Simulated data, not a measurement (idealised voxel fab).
Process module name: voxel ribs on slabs
Cross-section cut: width 275 nm, square cells of 5 nm.
If you're reading a cross-section in this doc, picture square cells in a grid; it comes to you as bands, top ones listed first down to the bottom, and a band can be one or more rows of cells. Heights first: top, then bottom, in nm. Then materials, left to right, each with a width in nm. "everywhere" on a single material: fills the band edge to edge. "air": empty space. The level at which height equals 0 is the one under which the wafer, as it arrives, is entirely one material. No lower edge exists for the bottom band, which continues downward and is notated as in "top 0, no bottom". A two-number width, for instance "30..40", indicates that the width is equal to the first number in the top row of the band and to the second number in the bottom row, and that it changes by a constant amount per row of cells. It should be understood that the words "same as before", when stated for a given step, signify that the cross-section underwent no change in any of its cells during that step. Look at "Closed void register" for the closed voids: empty spaces with no open path to the top, sized 8 cells or up. Each is width x height at distance, distance from the left edge, all nm. On a step's line, text after the settings is the simulator commenting on that step. The setting "overlay nm" may be written on the line of a step. When the step uses a mask, the value reports how far to the right of the planned place the mask lay, and a negative value reports that it lay to the left.
PLANNED STEP LIST FOR THE PROCESS
- 1: RECEIVE [material Si]
- 2: DIRECTIONAL_DEP [material SiO2] [thk nm 20]
- 3: DIRECTIONAL_DEP [material SiN] [thk nm 20]
- 4: MASKED_ETCH [tone cover] [mask id RIB] [width nm 25] [etch materials SiN] [depth nm 10] [overlay nm 0]
- 5: MASKED_ETCH [tone cover] [mask id SLAB] [width nm 55] [etch materials SiN] [depth nm 10] [overlay nm 0]
- 6: FILL_DEP [material SiO2] [thk nm 25]
- 7: CMP [height nm 60]
- 8: DIRECTIONAL_DEP [material TiN] [thk nm 5]
- 9: PATTERN [tone cover] [mask id HEATER] [material resist] [width nm 35] [thk nm 20] [overlay nm 0]
- 10: DIRECTIONAL_ETCH [etch materials TiN] [depth nm 5]
- 11: STRIP [etch materials resist]
- 12: CONFORMAL_DEP [material SiN] [thk nm 10]
RECEIVED-STATE CROSS-SECTION, REFLECTING COMPLETION OF STEP 1
* top 0, no bottom = Si everywhere
* Closed void register: none
LOOKING AT THE FIRST OF TWO WAFERS IN CROSS-SECTION AT END OF MODULE - RAN TO PLAN
* top 75, bottom 70 = air=110, SiN=55, air=110
* top 70, bottom 65 = SiN everywhere
* top 65, bottom 60 = SiN=120, TiN=35, SiN=120
* top 60, bottom 40 = SiO2 everywhere
* top 40, bottom 30 = SiO2=125, SiN=25, SiO2=125
* top 30, bottom 20 = SiO2=110, SiN=55, SiO2=110
* top 20, bottom 0 = SiO2 everywhere
* top 0, no bottom = Si everywhere
* Closed void register: none
PRESENTED HERE IS A CROSS-SECTION OF THE SECOND OF THE TWO WAFERS AS IT STOOD AT THE END OF THE MODULE. IT WAS STARTED IN THE SAME MANNER AND ASSIGNED THE SAME PLAN AS THE FIRST WAFER; HOWEVER, ONE MISTAKE WAS MADE IN ITS EXECUTION
* top 75, bottom 70 = air=110, SiN=55, air=110
* top 70, bottom 65 = SiN everywhere
* top 65, bottom 60 = SiN=120, TiN=35, SiN=120
* top 60, bottom 20 = SiN everywhere
* top 20, bottom 0 = SiO2 everywhere
* top 0, no bottom = Si everywhere
* Closed void register: none
Nonconformance to the process plan: so step 6 ended up running with a different setting than we planned, it ran as FILL_DEP [material SiN] [thk nm 25]
Heads up, by the end the second wafer has more or fewer cells of some materials compared to the first: 408 more of SiN, 408 fewer of SiO2
